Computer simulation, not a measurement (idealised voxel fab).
Title: Process Module voxel capacitor over wiring
Pictured: cross-section cut, 205 nm wide, on a grid of 5 nm square cells.
Notation: cross-section as square-cell grid; stated in bands, top first, going down; one or more cell rows per band.
This entry defines a band. It first specifies the height of the band's top and the height of its bottom in nm, and then specifies the band's materials from left to right, stating each material with its width in nm. The word "edge to edge" identifies a single material that fills the band from edge to edge, while the word "blank" identifies empty space.
Convention: height 0 is the level below which the wafer, as received, is all one material. The lowest band does not terminate at the bottom but continues downward, represented as "0 nm and below".
A width given as "30->40" starts at the first number in the band's top row and ends at the second number in its bottom row, shifting by an equal amount at every step from row to row.
"nothing changed" means the step left every cell of the cross-section as it was.
Basically, "Cavities, closed" tells you about the enclosed voids: empty spaces with no open way to the top, 8 cells or bigger, each written width x height at distance, where distance is from the left edge, all in nm.
Whatever follows a step's settings on its line is a remark the simulator itself makes about that step.
overlay nm: how far to the right of its planned place the mask lay on this masked step (negative: to the left).
Reading key. Pairs: pre-step and post-step cross-section, one process step apart; post-step view only to lowest changed band. Step between + settings: beneath pair. Runs: pairs may be from different runs of this module, same starting wafer. Continuation from pair above: only where "Pre-process state" entry says.
## Pre-process state
	0 nm and below: Si edge to edge
	Cavities, closed: none
## Result of Step
	10 nm to 0 nm: SiO2 edge to edge
	Below 0, no change.
	Cavities, closed: none
Step between the pre-process and post-process cross-sections given above: CONFORMAL_DEP (material SiO2; thk nm 10)
Pre-process state: It is represented by the cross-section appearing after the step of the pair directly above.
## Result of Step
	15 nm to 10 nm: TiN edge to edge
	Below 10, no change.
	Cavities, closed: none
Step between the pre-process and post-process cross-sections given above: DIRECTIONAL_DEP (material TiN; thk nm 5)
Pre-process state: It is represented by the cross-section appearing after the step of the pair directly above.
## Result of Step
	35 nm to 15 nm: Ru edge to edge
	Below 15, no change.
	Cavities, closed: none
Step between the pre-process and post-process cross-sections given above: DIRECTIONAL_DEP (material Ru; thk nm 20)
Pre-process state: It is represented by the cross-section appearing after the step of the pair directly above.
## Result of Step
	35 nm to 15 nm: blank 45; Ru 25; blank 65; Ru 25; blank 45
	Below 15, no change.
	Cavities, closed: none
Step between the pre-process and post-process cross-sections given above: MASKED_ETCH (tone cover; mask id METAL_1; width nm 25; pitch nm 90; etch materials Ru; depth nm 20; overlay nm 0)
Pre-process state: It is represented by the cross-section appearing after the step of the pair directly above.
## Result of Step
	35 nm to 15 nm: blank 45; Ru 25; blank 65; Ru 25; blank 45
	15 nm to 10 nm: blank 45; TiN 25; blank 65; TiN 25; blank 45
	Below 10, no change.
	Cavities, closed: none
Step between the pre-process and post-process cross-sections given above: MASKED_ETCH (tone cover; mask id METAL_1; width nm 25; pitch nm 90; etch materials TiN; depth nm 5; overlay nm 0)
Pre-process state: It is represented by the cross-section appearing after the step of the pair directly above.
## Result of Step
	40 nm to 35 nm: blank 40; SiN 35; blank 55; SiN 35; blank 40
	35 nm to 15 nm: blank 40; SiN 5; Ru 25; SiN 5; blank 55; SiN 5; Ru 25; SiN 5; blank 40
	15 nm to 10 nm: SiN 45; TiN 25; SiN 65; TiN 25; SiN 45
	Below 10, no change.
	Cavities, closed: none
Step between the pre-process and post-process cross-sections given above: CONFORMAL_DEP (material SiN; thk nm 5)
Pre-process state: It is represented by the cross-section appearing after the step of the pair directly above.
## Result of Step
	50 nm to 40 nm: SiO2 edge to edge
	40 nm to 35 nm: SiO2 40; SiN 35; SiO2 55; SiN 35; SiO2 40
	35 nm to 15 nm: SiO2 40; SiN 5; Ru 25; SiN 5; SiO2 55; SiN 5; Ru 25; SiN 5; SiO2 40
	Below 15, no change.
	Cavities, closed: none
Step between the pre-process and post-process cross-sections given above: FILL_DEP (material SiO2; thk nm 10)
Pre-process state: It is represented by the cross-section appearing after the step of the pair directly above.
## Result of Step
	35 nm to 15 nm: SiO2 40; SiN 5; Ru 25; SiN 5; SiO2 55; SiN 5; Ru 25; SiN 5; SiO2 40
	Below 15, no change.
	Cavities, closed: none
Step between the pre-process and post-process cross-sections given above: CMP (height nm 35)
Pre-process state: It is represented by the cross-section appearing after the step of the pair directly above.
## Result of Step
	40 nm to 35 nm: SiCN edge to edge
	Below 35, no change.
	Cavities, closed: none
Step between the pre-process and post-process cross-sections given above: CONFORMAL_DEP (material SiCN; thk nm 5)
Pre-process state: It is represented by the cross-section appearing after the step of the pair directly above.
## Result of Step
	60 nm to 40 nm: lowk edge to edge
	Below 40, no change.
	Cavities, closed: none
Step between the pre-process and post-process cross-sections given above: DIRECTIONAL_DEP (material lowk; thk nm 20)
Pre-process state: It is represented by the cross-section appearing after the step of the pair directly above.
## Result of Step
	70 nm to 60 nm: aC edge to edge
	Below 60, no change.
	Cavities, closed: none
Step between the pre-process and post-process cross-sections given above: DIRECTIONAL_DEP (material aC; thk nm 10)
Pre-process state: It is represented by the cross-section appearing after the step of the pair directly above.
## Result of Step
	100 nm to 70 nm: resist 55; blank 15; resist 135
	Below 70, no change.
	Cavities, closed: none
Step between the pre-process and post-process cross-sections given above: PATTERN (tone open; mask id PLUG_1; material resist; width nm 15; thk nm 30; overlay nm 0)
Pre-process state: It is represented by the cross-section appearing after the step of the pair directly above.
## Result of Step
	90 nm to 70 nm: resist 55; blank 15; resist 135
	70 nm to 60 nm: aC 55; blank 15; aC 135
	Below 60, no change.
	Cavities, closed: none
Step between the pre-process and post-process cross-sections given above: DIRECTIONAL_ETCH (etch materials aC; depth nm 10)
Pre-process state: It is represented by the cross-section appearing after the step of the pair directly above.
## Result of Step
	70 nm to 60 nm: aC 55; blank 15; aC 135
	Below 60, no change.
	Cavities, closed: none
Step between the pre-process and post-process cross-sections given above: STRIP (etch materials resist)
Pre-process state: It is represented by the cross-section appearing after the step of the pair directly above.
## Result of Step
	70 nm to 60 nm: aC 55; blank 15; aC 135
	60 nm to 40 nm: lowk 55; blank 15; lowk 135
	Below 40, no change.
	Cavities, closed: none
Step between the pre-process and post-process cross-sections given above: DIRECTIONAL_ETCH (etch materials lowk; depth nm 20)
Pre-process state: It is represented by the cross-section appearing after the step of the pair directly above.
## Result of Step
	70 nm to 60 nm: aC 55; blank 15; aC 135
	60 nm to 40 nm: lowk 55; blank 15; lowk 135
	40 nm to 35 nm: SiCN 55; blank 15; SiCN 135
	Below 35, no change.
	Cavities, closed: none
Step between the pre-process and post-process cross-sections given above: DIRECTIONAL_ETCH (etch materials SiCN; depth nm 5)
Pre-process state: It is represented by the cross-section appearing after the step of the pair directly above.
## Result of Step
	60 nm to 40 nm: lowk 55; blank 15; lowk 135
	Below 40, no change.
	Cavities, closed: none
Step between the pre-process and post-process cross-sections given above: STRIP (etch materials aC)
Pre-process state: It is represented by the cross-section appearing after the step of the pair directly above.
## Result of Step
	60 nm to 45 nm: lowk 55; blank 15; lowk 135
	45 nm to 40 nm: lowk 55; Ru 15; lowk 135
	40 nm to 35 nm: SiCN 55; Ru 15; SiCN 135
	Below 35, no change.
	Cavities, closed: none
Step between the pre-process and post-process cross-sections given above: EPI (material Ru; thk nm 10)
Pre-process state: It is represented by the cross-section appearing after the step of the pair directly above.
## Result of Step
	60 nm to 55 nm: lowk 55; blank 15; lowk 135
	55 nm to 40 nm: lowk 55; Ru 15; lowk 135
	Below 40, no change.
	Cavities, closed: none
Step between the pre-process and post-process cross-sections given above: EPI (material Ru; thk nm 10)
Pre-process state: It is represented by the cross-section appearing after the step of the pair directly above.
## Result of Step
	60 nm to 40 nm: lowk 55; Ru 15; lowk 135
	Below 40, no change.
	Cavities, closed: none
Step between the pre-process and post-process cross-sections given above: EPI (material Ru; thk nm 5)
Pre-process state: It is represented by the cross-section appearing after the step of the pair directly above.
## Result of Step
	70 nm to 60 nm: TiN edge to edge
	Below 60, no change.
	Cavities, closed: none
Step between the pre-process and post-process cross-sections given above: DIRECTIONAL_DEP (material TiN; thk nm 10)
Pre-process state: It is represented by the cross-section appearing after the step of the pair directly above.
## Result of Step
	75 nm to 70 nm: SiN edge to edge
	Below 70, no change.
	Cavities, closed: none
Step between the pre-process and post-process cross-sections given above: DIRECTIONAL_DEP (material SiN; thk nm 5)
Pre-process state: It is represented by the cross-section appearing after the step of the pair directly above.
## Result of Step
	80 nm to 75 nm: TiN edge to edge
	Below 75, no change.
	Cavities, closed: none
Step between the pre-process and post-process cross-sections given above: DIRECTIONAL_DEP (material TiN; thk nm 5)
Pre-process state: It is represented by the cross-section appearing after the step of the pair directly above.
## Result of Step
	95 nm to 80 nm: blank 55; resist 70; blank 80
	Below 80, no change.
	Cavities, closed: none
Step between the pre-process and post-process cross-sections given above: PATTERN (tone cover; mask id UPPER_PLATE; material resist; width nm 70; thk nm 15; overlay nm 0)
Pre-process state: It is represented by the cross-section appearing after the step of the pair directly above.
## Result of Step
	95 nm to 80 nm: blank 55; resist 70; blank 80
	80 nm to 75 nm: blank 55; TiN 70; blank 80
	Below 75, no change.
	Cavities, closed: none
Step between the pre-process and post-process cross-sections given above: DIRECTIONAL_ETCH (etch materials TiN; depth nm 5)
Pre-process state: It is represented by the cross-section appearing after the step of the pair directly above.
## Result of Step
	95 nm to 80 nm: blank 55; resist 70; blank 80
	80 nm to 75 nm: blank 55; TiN 70; blank 80
	75 nm to 70 nm: blank 55; SiN 70; blank 80
	Below 70, no change.
	Cavities, closed: none
Step between the pre-process and post-process cross-sections given above: DIRECTIONAL_ETCH (etch materials SiN; depth nm 5)
Pre-process state: It is represented by the cross-section appearing after the step of the pair directly above.
## Result of Step
	80 nm to 75 nm: blank 55; TiN 70; blank 80
	Below 75, no change.
	Cavities, closed: none
Step between the pre-process and post-process cross-sections given above: STRIP (etch materials resist)
Pre-process state: It is represented by the cross-section appearing after the step of the pair directly above.
## Result of Step
	95 nm to 85 nm: blank 55; aC 70; blank 80
	85 nm to 80 nm: aC edge to edge
	80 nm to 75 nm: aC 55; TiN 70; aC 80
	75 nm to 70 nm: aC 55; SiN 70; aC 80
	Below 70, no change.
	Cavities, closed: none
Step between the pre-process and post-process cross-sections given above: DIRECTIONAL_DEP (material aC; thk nm 15)
Pre-process state: It is represented by the cross-section appearing after the step of the pair directly above.
## Result of Step
	125 nm to 95 nm: blank 50; resist 80; blank 75
	95 nm to 85 nm: blank 50; resist 5; aC 70; resist 5; blank 75
	Below 85, no change.
	Cavities, closed: none
Step between the pre-process and post-process cross-sections given above: PATTERN (tone cover; mask id LOWER_PLATE; material resist; width nm 80; thk nm 30; overlay nm 0)
Pre-process state: It is represented by the cross-section appearing after the step of the pair directly above.
## Result of Step
	110 nm to 95 nm: blank 50; resist 80; blank 75
	95 nm to 85 nm: blank 50; resist 5; aC 70; resist 5; blank 75
	85 nm to 80 nm: blank 50; aC 80; blank 75
	80 nm to 75 nm: blank 50; aC 5; TiN 70; aC 5; blank 75
	75 nm to 70 nm: blank 50; aC 5; SiN 70; aC 5; blank 75
	Below 70, no change.
	Cavities, closed: none
Step between the pre-process and post-process cross-sections given above: DIRECTIONAL_ETCH (etch materials aC; depth nm 15)
Pre-process state: It is represented by the cross-section appearing after the step of the pair directly above.
## Result of Step
	95 nm to 85 nm: blank 55; aC 70; blank 80
	Below 85, no change.
	Cavities, closed: none
Step between the pre-process and post-process cross-sections given above: STRIP (etch materials resist)
Pre-process state: It is represented by the cross-section appearing after the step of the pair directly above.
## Result of Step
	95 nm to 85 nm: blank 55; aC 70; blank 80
	85 nm to 80 nm: blank 50; aC 80; blank 75
	80 nm to 75 nm: blank 50; aC 5; TiN 70; aC 5; blank 75
	75 nm to 70 nm: blank 50; aC 5; SiN 70; aC 5; blank 75
	70 nm to 60 nm: blank 50; TiN 80; blank 75
	Below 60, no change.
	Cavities, closed: none
Step between the pre-process and post-process cross-sections given above: DIRECTIONAL_ETCH (etch materials TiN; depth nm 10)
Pre-process state: It is represented by the cross-section appearing after the step of the pair directly above.
## Result of Step
	80 nm to 75 nm: blank 55; TiN 70; blank 80
	75 nm to 70 nm: blank 55; SiN 70; blank 80
	Below 70, no change.
	Cavities, closed: none
Step between the pre-process and post-process cross-sections given above: STRIP (etch materials aC)
Pre-process state: It is represented by the cross-section appearing after the step of the pair directly above.
## Result of Step
	100 nm to 80 nm: SiO2 edge to edge
	80 nm to 75 nm: SiO2 55; TiN 70; SiO2 80
	75 nm to 70 nm: SiO2 55; SiN 70; SiO2 80
	70 nm to 60 nm: SiO2 50; TiN 80; SiO2 75
	Below 60, no change.
	Cavities, closed: none
Step between the pre-process and post-process cross-sections given above: FILL_DEP (material SiO2; thk nm 20)
Pre-process state: It is represented by the cross-section appearing after the step of the pair directly above.
## Result of Step
	95 nm to 80 nm: SiO2 edge to edge
	Below 80, no change.
	Cavities, closed: none
Step between the pre-process and post-process cross-sections given above: CMP (height nm 95)
Pre-process state: It is represented by the cross-section appearing after the step of the pair directly above.
## Result of Step
	95 nm to 80 nm: SiO2 65; blank 15; SiO2 125
	Below 80, no change.
	Cavities, closed: none
Step between the pre-process and post-process cross-sections given above: MASKED_ETCH (tone open; mask id PLUG_2; width nm 15; etch materials SiO2; depth nm 15; overlay nm 0)
Pre-process state: It is represented by the cross-section appearing after the step of the pair directly above.
## Result of Step
	100 nm to 95 nm: TiN 70; blank 5; TiN 130
	95 nm to 85 nm: SiO2 65; TiN 5; blank 5; TiN 5; SiO2 125
	85 nm to 75 nm: SiO2 65->55; TiN 15->70; SiO2 125->80
	Below 75, no change.
	Cavities, closed: none
Step between the pre-process and post-process cross-sections given above: CONFORMAL_DEP (material TiN; thk nm 5)
Pre-process state: It is represented by the cross-section appearing after the step of the pair directly above.
## Result of Step
	110 nm to 100 nm: W edge to edge
	100 nm to 95 nm: TiN 70; W 5; TiN 130
	95 nm to 85 nm: SiO2 65; TiN 5; W 5; TiN 5; SiO2 125
	Below 85, no change.
	Cavities, closed: none
Step between the pre-process and post-process cross-sections given above: FILL_DEP (material W; thk nm 10)
Pre-process state: It is represented by the cross-section appearing after the step of the pair directly above.
## Result of Step
	95 nm to 85 nm: SiO2 65; TiN 5; W 5; TiN 5; SiO2 125
	Below 85, no change.
	Cavities, closed: none
Step between the pre-process and post-process cross-sections given above: CMP (height nm 95)
Pre-process state: It is represented by the cross-section appearing after the step of the pair directly above.
## Result of Step
	100 nm to 95 nm: SiN edge to edge
	Below 95, no change.
	Cavities, closed: none
Step between the pre-process and post-process cross-sections given above: CONFORMAL_DEP (material SiN; thk nm 5)
## Pre-process state
	70 nm to 60 nm: TiN edge to edge
	60 nm to 40 nm: lowk 55; Ru 15; lowk 135
	40 nm to 35 nm: SiCN 55; Ru 15; SiCN 135
	35 nm to 15 nm: SiO2 40; SiN 5; Ru 25; SiN 5; SiO2 55; SiN 5; Ru 25; SiN 5; SiO2 40
	15 nm to 10 nm: SiN 45; TiN 25; SiN 65; TiN 25; SiN 45
	10 nm to 0 nm: SiO2 edge to edge
	0 nm and below: Si edge to edge
	Cavities, closed: none
## Result of Step
	75 nm to 60 nm: TiN edge to edge
	Below 60, no change.
	Cavities, closed: none
Step between the pre-process and post-process cross-sections given above: DIRECTIONAL_DEP (material TiN; thk nm 5)
Pre-process state: It is represented by the cross-section appearing after the step of the pair directly above.
## Result of Step
	90 nm to 75 nm: blank 55; resist 70; blank 80
	Below 75, no change.
	Cavities, closed: none
Step between the pre-process and post-process cross-sections given above: PATTERN (tone cover; mask id UPPER_PLATE; material resist; width nm 70; thk nm 15; overlay nm 0)
Pre-process state: It is represented by the cross-section appearing after the step of the pair directly above.
## Result of Step
	90 nm to 75 nm: blank 55; resist 70; blank 80
	75 nm to 70 nm: blank 55; TiN 70; blank 80
	Below 70, no change.
	Cavities, closed: none
Step between the pre-process and post-process cross-sections given above: DIRECTIONAL_ETCH (etch materials TiN; depth nm 5)
Pre-process state: It is represented by the cross-section appearing after the step of the pair directly above.
## Result of Step
	75 nm to 70 nm: blank 55; TiN 70; blank 80
	Below 70, no change.
	Cavities, closed: none
Step between the pre-process and post-process cross-sections given above: STRIP (etch materials resist)
Pre-process state: It is represented by the cross-section appearing after the step of the pair directly above.
## Result of Step
	90 nm to 85 nm: blank 55; aC 70; blank 80
	85 nm to 75 nm: aC edge to edge
	75 nm to 70 nm: aC 55; TiN 70; aC 80
	Below 70, no change.
	Cavities, closed: none
Step between the pre-process and post-process cross-sections given above: DIRECTIONAL_DEP (material aC; thk nm 15)
Pre-process state: It is represented by the cross-section appearing after the step of the pair directly above.
## Result of Step
	120 nm to 90 nm: blank 50; resist 80; blank 75
	90 nm to 85 nm: blank 50; resist 5; aC 70; resist 5; blank 75
	Below 85, no change.
	Cavities, closed: none
Step between the pre-process and post-process cross-sections given above: PATTERN (tone cover; mask id LOWER_PLATE; material resist; width nm 80; thk nm 30; overlay nm 0)
Pre-process state: It is represented by the cross-section appearing after the step of the pair directly above.
## Result of Step
	105 nm to 90 nm: blank 50; resist 80; blank 75
	90 nm to 85 nm: blank 50; resist 5; aC 70; resist 5; blank 75
	85 nm to 75 nm: blank 50; aC 80; blank 75
	75 nm to 70 nm: blank 50; aC 5; TiN 70; aC 5; blank 75
	Below 70, no change.
	Cavities, closed: none
Step between the pre-process and post-process cross-sections given above: DIRECTIONAL_ETCH (etch materials aC; depth nm 15)
Pre-process state: It is represented by the cross-section appearing after the step of the pair directly above.
## Result of Step
	90 nm to 85 nm: blank 55; aC 70; blank 80
	Below 85, no change.
	Cavities, closed: none
Step between the pre-process and post-process cross-sections given above: STRIP (etch materials resist)
Pre-process state: It is represented by the cross-section appearing after the step of the pair directly above.
## Result of Step
	90 nm to 85 nm: blank 55; aC 70; blank 80
	85 nm to 75 nm: blank 50; aC 80; blank 75
	75 nm to 70 nm: blank 50; aC 5; TiN 70; aC 5; blank 75
	70 nm to 60 nm: blank 50; TiN 80; blank 75
	Below 60, no change.
	Cavities, closed: none
Step between the pre-process and post-process cross-sections given above: DIRECTIONAL_ETCH (etch materials TiN; depth nm 10)
Pre-process state: It is represented by the cross-section appearing after the step of the pair directly above.
## Result of Step
	75 nm to 70 nm: blank 55; TiN 70; blank 80
	Below 70, no change.
	Cavities, closed: none
Step between the pre-process and post-process cross-sections given above: STRIP (etch materials aC)
Pre-process state: It is represented by the cross-section appearing after the step of the pair directly above.
## Result of Step
	95 nm to 75 nm: SiO2 edge to edge
	75 nm to 70 nm: SiO2 55; TiN 70; SiO2 80
	70 nm to 60 nm: SiO2 50; TiN 80; SiO2 75
	Below 60, no change.
	Cavities, closed: none
Step between the pre-process and post-process cross-sections given above: FILL_DEP (material SiO2; thk nm 20)
Pre-process state: It is represented by the cross-section appearing after the step of the pair directly above.
## Result of Step
	95 nm to 80 nm: SiO2 65; blank 15; SiO2 125
	Below 80, no change.
	Cavities, closed: none
Step between the pre-process and post-process cross-sections given above: MASKED_ETCH (tone open; mask id PLUG_2; width nm 15; etch materials SiO2; depth nm 15; overlay nm 0)
Pre-process state: It is represented by the cross-section appearing after the step of the pair directly above.
## Result of Step
	100 nm to 95 nm: TiN 70; blank 5; TiN 130
	95 nm to 85 nm: SiO2 65; TiN 5; blank 5; TiN 5; SiO2 125
	85 nm to 80 nm: SiO2 65; TiN 15; SiO2 125
	Below 80, no change.
	Cavities, closed: none
Step between the pre-process and post-process cross-sections given above: CONFORMAL_DEP (material TiN; thk nm 5)
Pre-process state: It is represented by the cross-section appearing after the step of the pair directly above.
## Result of Step
	110 nm to 100 nm: W edge to edge
	100 nm to 95 nm: TiN 70; W 5; TiN 130
	95 nm to 85 nm: SiO2 65; TiN 5; W 5; TiN 5; SiO2 125
	Below 85, no change.
	Cavities, closed: none
Step between the pre-process and post-process cross-sections given above: FILL_DEP (material W; thk nm 10)
Pre-process state: It is represented by the cross-section appearing after the step of the pair directly above.
## Result of Step
	95 nm to 85 nm: SiO2 65; TiN 5; W 5; TiN 5; SiO2 125
	Below 85, no change.
	Cavities, closed: none
Step between the pre-process and post-process cross-sections given above: CMP (height nm 95)
Pre-process state: It is represented by the cross-section appearing after the step of the pair directly above.
## Result of Step
	100 nm to 95 nm: SiN edge to edge
	Below 95, no change.
	Cavities, closed: none
Step between the pre-process and post-process cross-sections given above: CONFORMAL_DEP (material SiN; thk nm 5)
## Pre-process state
	60 nm to 40 nm: lowk edge to edge
	40 nm to 35 nm: SiCN edge to edge
	35 nm to 15 nm: SiO2 40; SiN 5; Ru 25; SiN 5; SiO2 55; SiN 5; Ru 25; SiN 5; SiO2 40
	15 nm to 10 nm: SiN 45; TiN 25; SiN 65; TiN 25; SiN 45
	10 nm to 0 nm: SiO2 edge to edge
	0 nm and below: Si edge to edge
	Cavities, closed: none
## Result of Step
	80 nm to 40 nm: lowk edge to edge
	Below 40, no change.
	Cavities, closed: none
Step between the pre-process and post-process cross-sections given above: DIRECTIONAL_DEP (material lowk; thk nm 20)
Pre-process state: It is represented by the cross-section appearing after the step of the pair directly above.
## Result of Step
	90 nm to 80 nm: aC edge to edge
	Below 80, no change.
	Cavities, closed: none
Step between the pre-process and post-process cross-sections given above: DIRECTIONAL_DEP (material aC; thk nm 10)
Pre-process state: It is represented by the cross-section appearing after the step of the pair directly above.
## Result of Step
	120 nm to 90 nm: resist 55; blank 15; resist 135
	Below 90, no change.
	Cavities, closed: none
Step between the pre-process and post-process cross-sections given above: PATTERN (tone open; mask id PLUG_1; material resist; width nm 15; thk nm 30; overlay nm 0)
Pre-process state: It is represented by the cross-section appearing after the step of the pair directly above.
## Result of Step
	110 nm to 90 nm: resist 55; blank 15; resist 135
	90 nm to 80 nm: aC 55; blank 15; aC 135
	Below 80, no change.
	Cavities, closed: none
Step between the pre-process and post-process cross-sections given above: DIRECTIONAL_ETCH (etch materials aC; depth nm 10)
Pre-process state: It is represented by the cross-section appearing after the step of the pair directly above.
## Result of Step
	90 nm to 80 nm: aC 55; blank 15; aC 135
	Below 80, no change.
	Cavities, closed: none
Step between the pre-process and post-process cross-sections given above: STRIP (etch materials resist)
Pre-process state: It is represented by the cross-section appearing after the step of the pair directly above.
## Result of Step
	90 nm to 80 nm: aC 55; blank 15; aC 135
	80 nm to 60 nm: lowk 55; blank 15; lowk 135
	Below 60, no change.
	Cavities, closed: none
Step between the pre-process and post-process cross-sections given above: DIRECTIONAL_ETCH (etch materials lowk; depth nm 20)
Pre-process state: It is represented by the cross-section appearing after the step of the pair directly above.
## Result of Step
	80 nm to 60 nm: lowk 55; blank 15; lowk 135
	Below 60, no change.
	Cavities, closed: none
Step between the pre-process and post-process cross-sections given above: STRIP (etch materials aC)
Pre-process state: It is represented by the cross-section appearing after the step of the pair directly above.
## Result of Step
	90 nm to 80 nm: TiN 55; blank 15; TiN 135
	80 nm to 70 nm: lowk 55; blank 15; lowk 135
	70 nm to 60 nm: lowk 55; TiN 15; lowk 135
	Below 60, no change.
	Cavities, closed: none
Step between the pre-process and post-process cross-sections given above: DIRECTIONAL_DEP (material TiN; thk nm 10)
Pre-process state: It is represented by the cross-section appearing after the step of the pair directly above.
## Result of Step
	95 nm to 90 nm: SiN 55; blank 15; SiN 135
	90 nm to 80 nm: TiN 55; blank 15; TiN 135
	80 nm to 75 nm: lowk 55; blank 15; lowk 135
	75 nm to 70 nm: lowk 55; SiN 15; lowk 135
	Below 70, no change.
	Cavities, closed: none
Step between the pre-process and post-process cross-sections given above: DIRECTIONAL_DEP (material SiN; thk nm 5)
Pre-process state: It is represented by the cross-section appearing after the step of the pair directly above.
## Result of Step
	100 nm to 95 nm: TiN 55; blank 15; TiN 135
	95 nm to 90 nm: SiN 55; blank 15; SiN 135
	90 nm to 80 nm: TiN 55; blank 15; TiN 135
	80 nm to 75 nm: lowk 55; TiN 15; lowk 135
	Below 75, no change.
	Cavities, closed: none
Step between the pre-process and post-process cross-sections given above: DIRECTIONAL_DEP (material TiN; thk nm 5)
Pre-process state: It is represented by the cross-section appearing after the step of the pair directly above.
## Result of Step
	115 nm to 100 nm: blank 55; resist 70; blank 80
	100 nm to 95 nm: TiN 55; resist 15; TiN 135
	95 nm to 90 nm: SiN 55; resist 15; SiN 135
	90 nm to 80 nm: TiN 55; resist 15; TiN 135
	Below 80, no change.
	Cavities, closed: none
Step between the pre-process and post-process cross-sections given above: PATTERN (tone cover; mask id UPPER_PLATE; material resist; width nm 70; thk nm 15; overlay nm 0)
Pre-process state: It is represented by the cross-section appearing after the step of the pair directly above.
## Result of Step
	115 nm to 100 nm: blank 55; resist 70; blank 80
	100 nm to 95 nm: blank 55; resist 15; TiN 55; blank 80
	Below 95, no change.
	Cavities, closed: none
Step between the pre-process and post-process cross-sections given above: DIRECTIONAL_ETCH (etch materials TiN; depth nm 5)
Pre-process state: It is represented by the cross-section appearing after the step of the pair directly above.
## Result of Step
	115 nm to 100 nm: blank 55; resist 70; blank 80
	100 nm to 95 nm: blank 55; resist 15; TiN 55; blank 80
	95 nm to 90 nm: blank 55; resist 15; SiN 55; blank 80
	Below 90, no change.
	Cavities, closed: none
Step between the pre-process and post-process cross-sections given above: DIRECTIONAL_ETCH (etch materials SiN; depth nm 5)
Pre-process state: It is represented by the cross-section appearing after the step of the pair directly above.
## Result of Step
	100 nm to 95 nm: blank 70; TiN 55; blank 80
	95 nm to 90 nm: blank 70; SiN 55; blank 80
	90 nm to 80 nm: TiN 55; blank 15; TiN 135
	Below 80, no change.
	Cavities, closed: none
Step between the pre-process and post-process cross-sections given above: STRIP (etch materials resist)
Pre-process state: It is represented by the cross-section appearing after the step of the pair directly above.
## Result of Step
	115 nm to 105 nm: blank 70; aC 55; blank 80
	105 nm to 100 nm: aC 55; blank 15; aC 135
	100 nm to 95 nm: aC 55; blank 15; TiN 55; aC 80
	95 nm to 90 nm: aC 70; SiN 55; aC 80
	90 nm to 80 nm: TiN 55; aC 15; TiN 135
	Below 80, no change.
	Cavities, closed: none
Step between the pre-process and post-process cross-sections given above: DIRECTIONAL_DEP (material aC; thk nm 15)
Pre-process state: It is represented by the cross-section appearing after the step of the pair directly above.
## Result of Step
	145 nm to 115 nm: blank 50; resist 80; blank 75
	115 nm to 105 nm: blank 50; resist 20; aC 55; resist 5; blank 75
	105 nm to 100 nm: aC 55; resist 15; aC 135
	100 nm to 95 nm: aC 55; resist 15; TiN 55; aC 80
	Below 95, no change.
	Cavities, closed: none
Step between the pre-process and post-process cross-sections given above: PATTERN (tone cover; mask id LOWER_PLATE; material resist; width nm 80; thk nm 30; overlay nm 0)
Pre-process state: It is represented by the cross-section appearing after the step of the pair directly above.
## Result of Step
	130 nm to 115 nm: blank 50; resist 80; blank 75
	115 nm to 105 nm: blank 50; resist 20; aC 55; resist 5; blank 75
	105 nm to 100 nm: blank 50; aC 5; resist 15; aC 60; blank 75
	100 nm to 95 nm: blank 50; aC 5; resist 15; TiN 55; aC 5; blank 75
	95 nm to 90 nm: blank 50; aC 20; SiN 55; aC 5; blank 75
	Below 90, no change.
	Cavities, closed: none
Step between the pre-process and post-process cross-sections given above: DIRECTIONAL_ETCH (etch materials aC; depth nm 15)
Pre-process state: It is represented by the cross-section appearing after the step of the pair directly above.
## Result of Step
	115 nm to 105 nm: blank 70; aC 55; blank 80
	105 nm to 100 nm: blank 50; aC 5; blank 15; aC 60; blank 75
	100 nm to 95 nm: blank 50; aC 5; blank 15; TiN 55; aC 5; blank 75
	Below 95, no change.
	Cavities, closed: none
Step between the pre-process and post-process cross-sections given above: STRIP (etch materials resist)
Pre-process state: It is represented by the cross-section appearing after the step of the pair directly above.
## Result of Step
	115 nm to 105 nm: blank 70; aC 55; blank 80
	105 nm to 100 nm: blank 50; aC 5; blank 15; aC 60; blank 75
	100 nm to 95 nm: blank 50; aC 5; blank 15; TiN 55; aC 5; blank 75
	95 nm to 90 nm: blank 50; aC 20; SiN 55; aC 5; blank 75
	90 nm to 80 nm: blank 50; TiN 5; aC 15; TiN 60; blank 75
	Below 80, no change.
	Cavities, closed: none
Step between the pre-process and post-process cross-sections given above: DIRECTIONAL_ETCH (etch materials TiN; depth nm 10)
Pre-process state: It is represented by the cross-section appearing after the step of the pair directly above.
## Result of Step
	100 nm to 95 nm: blank 70; TiN 55; blank 80
	95 nm to 90 nm: blank 70; SiN 55; blank 80
	90 nm to 80 nm: blank 50; TiN 5; blank 15; TiN 60; blank 75
	Below 80, no change.
	Cavities, closed: none
Step between the pre-process and post-process cross-sections given above: STRIP (etch materials aC)
Pre-process state: It is represented by the cross-section appearing after the step of the pair directly above.
## Result of Step
	120 nm to 100 nm: SiO2 edge to edge
	100 nm to 95 nm: SiO2 70; TiN 55; SiO2 80
	95 nm to 90 nm: SiO2 70; SiN 55; SiO2 80
	90 nm to 80 nm: SiO2 50; TiN 5; SiO2 15; TiN 60; SiO2 75
	Below 80, no change.
	Cavities, closed: none
Step between the pre-process and post-process cross-sections given above: FILL_DEP (material SiO2; thk nm 20)
Pre-process state: It is represented by the cross-section appearing after the step of the pair directly above.
## Result of Step
	95 nm to 90 nm: SiO2 70; SiN 55; SiO2 80
	Below 90, no change.
	Cavities, closed: none
Step between the pre-process and post-process cross-sections given above: CMP (height nm 95)
Pre-process state: It is represented by the cross-section appearing after the step of the pair directly above.
## Result of Step
	95 nm to 90 nm: SiO2 65; blank 5; SiN 55; SiO2 80
	90 nm to 80 nm: SiO2 50; TiN 5; SiO2 10; blank 5; TiN 60; SiO2 75
	Below 80, no change.
	Cavities, closed: none
Step between the pre-process and post-process cross-sections given above: MASKED_ETCH (tone open; mask id PLUG_2; width nm 15; etch materials SiO2; depth nm 15; overlay nm 0)
Pre-process state: It is represented by the cross-section appearing after the step of the pair directly above.
## Result of Step
	100 nm to 95 nm: TiN edge to edge
	95 nm to 90 nm: SiO2 65; TiN 5; SiN 55; SiO2 80
	90 nm to 80 nm: SiO2 50; TiN 5; SiO2 10; TiN 65; SiO2 75
	Below 80, no change.
	Cavities, closed: none
Step between the pre-process and post-process cross-sections given above: CONFORMAL_DEP (material TiN; thk nm 5)
Pre-process state: It is represented by the cross-section appearing after the step of the pair directly above.
## Result of Step
	110 nm to 100 nm: W edge to edge
	Below 100, no change.
	Cavities, closed: none
Step between the pre-process and post-process cross-sections given above: FILL_DEP (material W; thk nm 10)
Pre-process state: It is represented by the cross-section appearing after the step of the pair directly above.
## Result of Step
	95 nm to 90 nm: SiO2 65; TiN 5; SiN 55; SiO2 80
	Below 90, no change.
	Cavities, closed: none
Step between the pre-process and post-process cross-sections given above: CMP (height nm 95)
